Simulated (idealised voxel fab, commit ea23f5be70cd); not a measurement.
process module | voxel capacitor over wiring
cross-section cut | 250 nm wide | cells 5 nm
A cross-section is a grid of square cells, given in bands from the top down. A band is one or more rows of cells.
Each band's line starts with the height of the band's top and of its bottom, in nm. Then come its materials from left to right, each with its width in nm. One material with "throughout" fills the band from edge to edge. "air" is empty space.
Height 0 is the level under which the wafer as received is all one material. The lowest band goes on downwards, as in "0 down".
A width such as "30 to 40" changes by the same amount from each row of cells to the next, from the band's top row to its bottom row.
"no change" after a step means that no cell of the cross-section changed.
closed voids: empty space of 8 cells or more with no open way to the top, each as width x height at its distance from the left edge, in nm
after a step's settings: what the simulator itself notes on the step
overlay nm, on a step with a mask: how far to the right of its planned place the mask lay; to the left if negative
plan
1 op RECEIVE | material Si
2 op CONFORMAL_DEP | material SiO2 | thk nm 10
3 op DIRECTIONAL_DEP | material TiN | thk nm 5
4 op DIRECTIONAL_DEP | material W | thk nm 15
5 op DIRECTIONAL_DEP | material aC | thk nm 15
6 op PATTERN | tone cover | mask id METAL_1 | material resist | width nm 20 | pitch nm 70 | thk nm 30 | overlay nm 0
7 op DIRECTIONAL_ETCH | etch materials aC | depth nm 15
8 op STRIP | etch materials resist
9 op DIRECTIONAL_ETCH | etch materials W | depth nm 15
10 op DIRECTIONAL_ETCH | etch materials TiN | depth nm 5
11 op STRIP | etch materials aC
12 op FILL_DEP | material lowk | thk nm 5
13 op CMP | height nm 30
14 op CONFORMAL_DEP | material SiCN | thk nm 5
15 op DIRECTIONAL_DEP | material lowk | thk nm 10
16 op DIRECTIONAL_DEP | material aC | thk nm 15
17 op PATTERN | tone open | mask id PLUG_1 | material resist | width nm 15 | thk nm 35 | overlay nm 0
18 op DIRECTIONAL_ETCH | etch materials aC | depth nm 15
19 op STRIP | etch materials resist
20 op DIRECTIONAL_ETCH | etch materials lowk | depth nm 10
21 op DIRECTIONAL_ETCH | etch materials SiCN | depth nm 5
22 op STRIP | etch materials aC
23 op CONFORMAL_DEP | material TiN | thk nm 5
24 op FILL_DEP | material Ru | thk nm 10
25 op CMP | height nm 45
26 op DIRECTIONAL_DEP | material TiN | thk nm 10
27 op DIRECTIONAL_DEP | material Al2O3 | thk nm 5
28 op DIRECTIONAL_DEP | material TiN | thk nm 5
29 op PATTERN | tone cover | mask id UPPER_PLATE | material resist | width nm 55 | thk nm 20 | overlay nm 0
30 op DIRECTIONAL_ETCH | etch materials TiN | depth nm 5
31 op DIRECTIONAL_ETCH | etch materials Al2O3 | depth nm 5
32 op STRIP | etch materials resist
33 op PATTERN | tone cover | mask id LOWER_PLATE | material resist | width nm 65 | thk nm 20 | overlay nm 0
34 op DIRECTIONAL_ETCH | etch materials TiN | depth nm 10
35 op STRIP | etch materials resist
36 op FILL_DEP | material SiO2 | thk nm 20
37 op CMP | height nm 80
38 op MASKED_ETCH | tone open | mask id PLUG_2 | width nm 15 | etch materials SiO2 | depth nm 15 | overlay nm 0
39 op CONFORMAL_DEP | material TiN | thk nm 5
40 op FILL_DEP | material W | thk nm 5
41 op CMP | height nm 80
42 op CONFORMAL_DEP | material SiCN | thk nm 5
as received, after step 1
  0 down: Si throughout
  closed voids: none
first wafer at the end, as planned
  85 to 80: SiCN throughout
  80 to 70: SiO2 95 | TiN 5 | W 5 | TiN 5 | SiO2 140
  70 to 60: SiO2 95 to 85 | TiN 15 to 55 | SiO2 140 to 110
  60 to 55: SiO2 85 | Al2O3 55 | SiO2 110
  55 to 45: SiO2 80 | TiN 65 | SiO2 105
  45 to 35: lowk 85 | TiN 5 | Ru 5 | TiN 5 | lowk 150
  35 to 30: SiCN 85 | TiN 15 | SiCN 150
  30 to 15: lowk 80 | W 20 | lowk 50 | W 20 | lowk 80
  15 to 10: lowk 80 | TiN 20 | lowk 50 | TiN 20 | lowk 80
  10 to 0: SiO2 throughout
  0 down: Si throughout
  closed voids: none
second wafer at the end: like start, like plan, one mistake
  85 to 80: SiCN throughout
  80 to 70: SiO2 95 | TiN 5 | W 5 | TiN 5 | SiO2 140
  70 to 65: SiO2 95 | TiN 15 | SiO2 140
  65 to 60: SiO2 throughout
  60 to 55: SiO2 85 | TiN 55 | SiO2 110
  55 to 45: SiO2 80 | TiN 65 | SiO2 105
  45 to 35: lowk 85 | TiN 5 | Ru 5 | TiN 5 | lowk 150
  35 to 30: SiCN 85 | TiN 15 | SiCN 150
  30 to 15: lowk 80 | W 20 | lowk 50 | W 20 | lowk 80
  15 to 10: lowk 80 | TiN 20 | lowk 50 | TiN 20 | lowk 80
  10 to 0: SiO2 throughout
  0 down: Si throughout
  closed voids: none
what went wrong: step 27 was left out
at the end the second wafer has, in cells: 11 fewer of Al2O3 | 11 more of SiO2
